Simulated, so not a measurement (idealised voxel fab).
The following process module bears the name voxel self aligned contacts.
This is section cut - it's 300 nm across, gridded in 5 nm square cells.
Cross-sections here: square-cell grids, written as top-down lists of bands, a band being one or more rows of cells. Band: top height; bottom height; in nm. Then, left to right: material with width in nm, for each material. "edge to edge": a single material spanning edge to edge. "blank": empty space. Height is counted from the level 0, under which the received wafer is composed throughout of one material. The lowest of the bands is not closed at the bottom but continues downward, in the notation "top 0, no bottom". Width "30 to 40": first value at the band's top row of cells, second value at its bottom row, equal change from row to row. Reading "remains unaltered" for a step: not a cell of the cross-section changed in it. So "Fully enclosed voids" is basically the list of trapped voids: any empty space of 8 cells or more that can't reach the top through an opening. They're written width x height at distance, the distance being from the left edge, and it's all nm. Anything after a step's settings on that line? It's the simulator's own note about the step. The "overlay nm" setting may appear on a step's line; for a step that uses a mask, it gives how far to the right of its planned position the mask lay, and a negative value indicates the left.

LISTED BELOW ARE THE PROCESS STEPS AS PLANNED
1) RECEIVE [material Si]
2) CONFORMAL_DEP [material SiO2] [thk nm 5]
3) DIRECTIONAL_DEP [material polySi] [thk nm 20]
4) DIRECTIONAL_DEP [material SiN] [thk nm 25]
5) MASKED_ETCH [tone cover] [mask id GATE] [width nm 30] [pitch nm 75] [etch materials SiN] [depth nm 25] [overlay nm 0]
6) MASKED_ETCH [tone cover] [mask id GATE] [width nm 30] [pitch nm 75] [etch materials polySi] [depth nm 20] [overlay nm 0]
7) CONFORMAL_DEP [material SiN] [thk nm 10]
8) DIRECTIONAL_ETCH [etch materials SiN] [depth nm 10]
9) FILL_DEP [material SiO2] [thk nm 15]
10) CMP [height nm 60]
11) DIRECTIONAL_DEP [material aC] [thk nm 15]
12) PATTERN [tone open] [mask id CONTACT] [material resist] [width nm 55] [thk nm 30] [overlay nm 0]
13) DIRECTIONAL_ETCH [etch materials aC] [depth nm 15]
14) STRIP [etch materials resist]
15) DIRECTIONAL_ETCH [etch materials SiO2] [depth nm 60]
16) STRIP [etch materials aC]
17) CONFORMAL_DEP [material TiN] [thk nm 5]
18) FILL_DEP [material W] [thk nm 10]
19) CMP [height nm 60]
20) CONFORMAL_DEP [material SiN] [thk nm 5]

FIRST OF THE TWO WAFERS, RUN PER PLAN

AS-RECEIVED WAFER CROSS-SECTION (AFTER STEP 1)
top 0, no bottom | Si edge to edge
Fully enclosed voids: none

ONCE STEP 2 IS THROUGH, THE WAFER LOOKS LIKE THIS IN CROSS-SECTION
top 5, bottom 0 | SiO2 edge to edge
Everything under 0 stays put, no change at all.

ONCE STEP 3 IS THROUGH, THE WAFER LOOKS LIKE THIS IN CROSS-SECTION
top 25, bottom 5 | polySi edge to edge
Everything under 5 stays put, no change at all.

ONCE STEP 4 IS THROUGH, THE WAFER LOOKS LIKE THIS IN CROSS-SECTION
top 50, bottom 25 | SiN edge to edge
Everything under 25 stays put, no change at all.

ONCE STEP 5 IS THROUGH, THE WAFER LOOKS LIKE THIS IN CROSS-SECTION
top 50, bottom 25 | 95 nm blank / 30 nm SiN / 45 nm blank / 30 nm SiN / 100 nm blank
Everything under 25 stays put, no change at all.

ONCE STEP 6 IS THROUGH, THE WAFER LOOKS LIKE THIS IN CROSS-SECTION
top 50, bottom 25 | 95 nm blank / 30 nm SiN / 45 nm blank / 30 nm SiN / 100 nm blank
top 25, bottom 5 | 95 nm blank / 30 nm polySi / 45 nm blank / 30 nm polySi / 100 nm blank
Everything under 5 stays put, no change at all.

ONCE STEP 7 IS THROUGH, THE WAFER LOOKS LIKE THIS IN CROSS-SECTION
top 60, bottom 25 | 85 nm blank / 50 nm SiN / 25 nm blank / 50 nm SiN / 90 nm blank
top 25, bottom 15 | 85 nm blank / 10 nm SiN / 30 nm polySi / 10 nm SiN / 25 nm blank / 10 nm SiN / 30 nm polySi / 10 nm SiN / 90 nm blank
top 15, bottom 5 | 95 nm SiN / 30 nm polySi / 45 nm SiN / 30 nm polySi / 100 nm SiN
Everything under 5 stays put, no change at all.

ONCE STEP 8 IS THROUGH, THE WAFER LOOKS LIKE THIS IN CROSS-SECTION
top 50, bottom 25 | 85 nm blank / 50 nm SiN / 25 nm blank / 50 nm SiN / 90 nm blank
top 25, bottom 5 | 85 nm blank / 10 nm SiN / 30 nm polySi / 10 nm SiN / 25 nm blank / 10 nm SiN / 30 nm polySi / 10 nm SiN / 90 nm blank
Everything under 5 stays put, no change at all.

ONCE STEP 9 IS THROUGH, THE WAFER LOOKS LIKE THIS IN CROSS-SECTION
top 65, bottom 50 | SiO2 edge to edge
top 50, bottom 25 | 85 nm SiO2 / 50 nm SiN / 25 nm SiO2 / 50 nm SiN / 90 nm SiO2
top 25, bottom 5 | 85 nm SiO2 / 10 nm SiN / 30 nm polySi / 10 nm SiN / 25 nm SiO2 / 10 nm SiN / 30 nm polySi / 10 nm SiN / 90 nm SiO2
Everything under 5 stays put, no change at all.

ONCE STEP 10 IS THROUGH, THE WAFER LOOKS LIKE THIS IN CROSS-SECTION
top 60, bottom 50 | SiO2 edge to edge
Everything under 50 stays put, no change at all.

ONCE STEP 11 IS THROUGH, THE WAFER LOOKS LIKE THIS IN CROSS-SECTION
top 75, bottom 60 | aC edge to edge
Everything under 60 stays put, no change at all.

ONCE STEP 12 IS THROUGH, THE WAFER LOOKS LIKE THIS IN CROSS-SECTION
top 105, bottom 75 | 120 nm resist / 55 nm blank / 125 nm resist
Everything under 75 stays put, no change at all.

ONCE STEP 13 IS THROUGH, THE WAFER LOOKS LIKE THIS IN CROSS-SECTION
top 90, bottom 75 | 120 nm resist / 55 nm blank / 125 nm resist
top 75, bottom 60 | 120 nm aC / 55 nm blank / 125 nm aC
Everything under 60 stays put, no change at all.

ONCE STEP 14 IS THROUGH, THE WAFER LOOKS LIKE THIS IN CROSS-SECTION
top 75, bottom 60 | 120 nm aC / 55 nm blank / 125 nm aC
Everything under 60 stays put, no change at all.

ONCE STEP 15 IS THROUGH, THE WAFER LOOKS LIKE THIS IN CROSS-SECTION
top 75, bottom 60 | 120 nm aC / 55 nm blank / 125 nm aC
top 60, bottom 50 | 120 nm SiO2 / 55 nm blank / 125 nm SiO2
top 50, bottom 25 | 85 nm SiO2 / 50 nm SiN / 25 nm blank / 50 nm SiN / 90 nm SiO2
top 25, bottom 5 | 85 nm SiO2 / 10 nm SiN / 30 nm polySi / 10 nm SiN / 25 nm blank / 10 nm SiN / 30 nm polySi / 10 nm SiN / 90 nm SiO2
top 5, bottom 0 | 135 nm SiO2 / 25 nm blank / 140 nm SiO2
Everything under 0 stays put, no change at all.

ONCE STEP 16 IS THROUGH, THE WAFER LOOKS LIKE THIS IN CROSS-SECTION
top 60, bottom 50 | 120 nm SiO2 / 55 nm blank / 125 nm SiO2
Everything under 50 stays put, no change at all.

ONCE STEP 17 IS THROUGH, THE WAFER LOOKS LIKE THIS IN CROSS-SECTION
top 65, bottom 60 | 125 nm TiN / 45 nm blank / 130 nm TiN
top 60, bottom 50 | 120 nm SiO2 / 5 to 20 nm TiN / 45 to 15 nm blank / 5 to 20 nm TiN / 125 nm SiO2
top 50, bottom 25 | 85 nm SiO2 / 50 nm SiN / 5 nm TiN / 15 nm blank / 5 nm TiN / 50 nm SiN / 90 nm SiO2
top 25, bottom 5 | 85 nm SiO2 / 10 nm SiN / 30 nm polySi / 10 nm SiN / 5 nm TiN / 15 nm blank / 5 nm TiN / 10 nm SiN / 30 nm polySi / 10 nm SiN / 90 nm SiO2
top 5, bottom 0 | 135 nm SiO2 / 25 nm TiN / 140 nm SiO2
Everything under 0 stays put, no change at all.

ONCE STEP 18 IS THROUGH, THE WAFER LOOKS LIKE THIS IN CROSS-SECTION
top 75, bottom 65 | W edge to edge
top 65, bottom 60 | 125 nm TiN / 45 nm W / 130 nm TiN
top 60, bottom 50 | 120 nm SiO2 / 5 to 20 nm TiN / 45 to 15 nm W / 5 to 20 nm TiN / 125 nm SiO2
top 50, bottom 25 | 85 nm SiO2 / 50 nm SiN / 5 nm TiN / 15 nm W / 5 nm TiN / 50 nm SiN / 90 nm SiO2
top 25, bottom 5 | 85 nm SiO2 / 10 nm SiN / 30 nm polySi / 10 nm SiN / 5 nm TiN / 15 nm W / 5 nm TiN / 10 nm SiN / 30 nm polySi / 10 nm SiN / 90 nm SiO2
Everything under 5 stays put, no change at all.

ONCE STEP 19 IS THROUGH, THE WAFER LOOKS LIKE THIS IN CROSS-SECTION
top 60, bottom 50 | 120 nm SiO2 / 5 to 20 nm TiN / 45 to 15 nm W / 5 to 20 nm TiN / 125 nm SiO2
Everything under 50 stays put, no change at all.

ONCE STEP 20 IS THROUGH, THE WAFER LOOKS LIKE THIS IN CROSS-SECTION
top 65, bottom 60 | SiN edge to edge
Everything under 60 stays put, no change at all.

THE SECOND WAFER BEGAN EXACTLY AS THE FIRST DID AND FOLLOWED THE SAME PLAN, BUT ONE MISTAKE WAS MADE WHILE RUNNING IT; THROUGH STEP 5 INCLUSIVE, THE TWO WAFERS ARE IDENTICAL

SECOND WAFER, SECTIONED VIEW, AT STEP 6'S PLANNED END TIME
top 50, bottom 25 | 95 nm blank / 30 nm SiN / 45 nm blank / 30 nm SiN / 100 nm blank
top 25, bottom 5 | 95 nm blank / 40 nm polySi / 35 nm blank / 40 nm polySi / 90 nm blank
Everything under 5 stays put, no change at all.

SECOND WAFER, SECTIONED VIEW, AT STEP 7'S PLANNED END TIME
top 60, bottom 35 | 85 nm blank / 50 nm SiN / 25 nm blank / 50 nm SiN / 90 nm blank
top 35, bottom 25 | 85 nm blank / 60 nm SiN / 15 nm blank / 60 nm SiN / 80 nm blank
top 25, bottom 15 | 85 nm blank / 10 nm SiN / 40 nm polySi / 10 nm SiN / 15 nm blank / 10 nm SiN / 40 nm polySi / 10 nm SiN / 80 nm blank
top 15, bottom 5 | 95 nm SiN / 40 nm polySi / 35 nm SiN / 40 nm polySi / 90 nm SiN
Everything under 5 stays put, no change at all.

SECOND WAFER, SECTIONED VIEW, AT STEP 8'S PLANNED END TIME
top 50, bottom 25 | 85 nm blank / 50 nm SiN / 25 nm blank / 50 nm SiN / 90 nm blank
top 25, bottom 5 | 85 nm blank / 10 nm SiN / 40 nm polySi / 10 nm SiN / 15 nm blank / 10 nm SiN / 40 nm polySi / 10 nm SiN / 80 nm blank
Everything under 5 stays put, no change at all.

SECOND WAFER, SECTIONED VIEW, AT STEP 9'S PLANNED END TIME
top 65, bottom 50 | SiO2 edge to edge
top 50, bottom 25 | 85 nm SiO2 / 50 nm SiN / 25 nm SiO2 / 50 nm SiN / 90 nm SiO2
top 25, bottom 5 | 85 nm SiO2 / 10 nm SiN / 40 nm polySi / 10 nm SiN / 15 nm SiO2 / 10 nm SiN / 40 nm polySi / 10 nm SiN / 80 nm SiO2
Everything under 5 stays put, no change at all.

SECOND WAFER, SECTIONED VIEW, AT STEP 10'S PLANNED END TIME
top 60, bottom 50 | SiO2 edge to edge
Everything under 50 stays put, no change at all.

SECOND WAFER, SECTIONED VIEW, AT STEP 11'S PLANNED END TIME
top 75, bottom 60 | aC edge to edge
Everything under 60 stays put, no change at all.

SECOND WAFER, SECTIONED VIEW, AT STEP 12'S PLANNED END TIME
top 105, bottom 75 | 120 nm resist / 55 nm blank / 125 nm resist
Everything under 75 stays put, no change at all.

SECOND WAFER, SECTIONED VIEW, AT STEP 13'S PLANNED END TIME
top 90, bottom 75 | 120 nm resist / 55 nm blank / 125 nm resist
top 75, bottom 60 | 120 nm aC / 55 nm blank / 125 nm aC
Everything under 60 stays put, no change at all.

SECOND WAFER, SECTIONED VIEW, AT STEP 14'S PLANNED END TIME
top 75, bottom 60 | 120 nm aC / 55 nm blank / 125 nm aC
Everything under 60 stays put, no change at all.

SECOND WAFER, SECTIONED VIEW, AT STEP 15'S PLANNED END TIME
top 75, bottom 60 | 120 nm aC / 55 nm blank / 125 nm aC
top 60, bottom 50 | 120 nm SiO2 / 55 nm blank / 125 nm SiO2
top 50, bottom 25 | 85 nm SiO2 / 50 nm SiN / 25 nm blank / 50 nm SiN / 90 nm SiO2
top 25, bottom 5 | 85 nm SiO2 / 10 nm SiN / 40 nm polySi / 10 nm SiN / 15 nm blank / 10 nm SiN / 40 nm polySi / 10 nm SiN / 80 nm SiO2
top 5, bottom 0 | 145 nm SiO2 / 15 nm blank / 140 nm SiO2
Everything under 0 stays put, no change at all.

SECOND WAFER, SECTIONED VIEW, AT STEP 16'S PLANNED END TIME
top 60, bottom 50 | 120 nm SiO2 / 55 nm blank / 125 nm SiO2
Everything under 50 stays put, no change at all.

SECOND WAFER, SECTIONED VIEW, AT STEP 17'S PLANNED END TIME
top 65, bottom 60 | 125 nm TiN / 45 nm blank / 130 nm TiN
top 60, bottom 50 | 120 nm SiO2 / 5 to 20 nm TiN / 45 to 15 nm blank / 5 to 20 nm TiN / 125 nm SiO2
top 50, bottom 30 | 85 nm SiO2 / 50 nm SiN / 5 nm TiN / 15 nm blank / 5 nm TiN / 50 nm SiN / 90 nm SiO2
top 30, bottom 25 | 85 nm SiO2 / 50 nm SiN / 15 nm TiN / 5 nm blank / 5 nm TiN / 50 nm SiN / 90 nm SiO2
top 25, bottom 5 | 85 nm SiO2 / 10 nm SiN / 40 nm polySi / 10 nm SiN / 5 nm TiN / 5 nm blank / 5 nm TiN / 10 nm SiN / 40 nm polySi / 10 nm SiN / 80 nm SiO2
top 5, bottom 0 | 145 nm SiO2 / 15 nm TiN / 140 nm SiO2
Everything under 0 stays put, no change at all.

SECOND WAFER, SECTIONED VIEW, AT STEP 18'S PLANNED END TIME
top 75, bottom 65 | W edge to edge
top 65, bottom 60 | 125 nm TiN / 45 nm W / 130 nm TiN
top 60, bottom 50 | 120 nm SiO2 / 5 to 20 nm TiN / 45 to 15 nm W / 5 to 20 nm TiN / 125 nm SiO2
top 50, bottom 30 | 85 nm SiO2 / 50 nm SiN / 5 nm TiN / 15 nm W / 5 nm TiN / 50 nm SiN / 90 nm SiO2
top 30, bottom 25 | 85 nm SiO2 / 50 nm SiN / 15 nm TiN / 5 nm W / 5 nm TiN / 50 nm SiN / 90 nm SiO2
top 25, bottom 5 | 85 nm SiO2 / 10 nm SiN / 40 nm polySi / 10 nm SiN / 5 nm TiN / 5 nm W / 5 nm TiN / 10 nm SiN / 40 nm polySi / 10 nm SiN / 80 nm SiO2
Everything under 5 stays put, no change at all.

SECOND WAFER, SECTIONED VIEW, AT STEP 19'S PLANNED END TIME
top 60, bottom 50 | 120 nm SiO2 / 5 to 20 nm TiN / 45 to 15 nm W / 5 to 20 nm TiN / 125 nm SiO2
Everything under 50 stays put, no change at all.

SECOND WAFER, SECTIONED VIEW, AT STEP 20'S PLANNED END TIME
top 65, bottom 60 | SiN edge to edge
Everything under 60 stays put, no change at all.
what went wrong: step 6 did not happen as planned, as run it was MASKED_ETCH [tone cover] [mask id GATE] [width nm 30] [pitch nm 75] [etch materials polySi] [depth nm 20] [overlay nm 10]
In the final state, the cell counts of the second wafer exceed or fall short of those of the first for the following materials: 6 fewer of SiO2, 10 fewer of W, 16 more of polySi
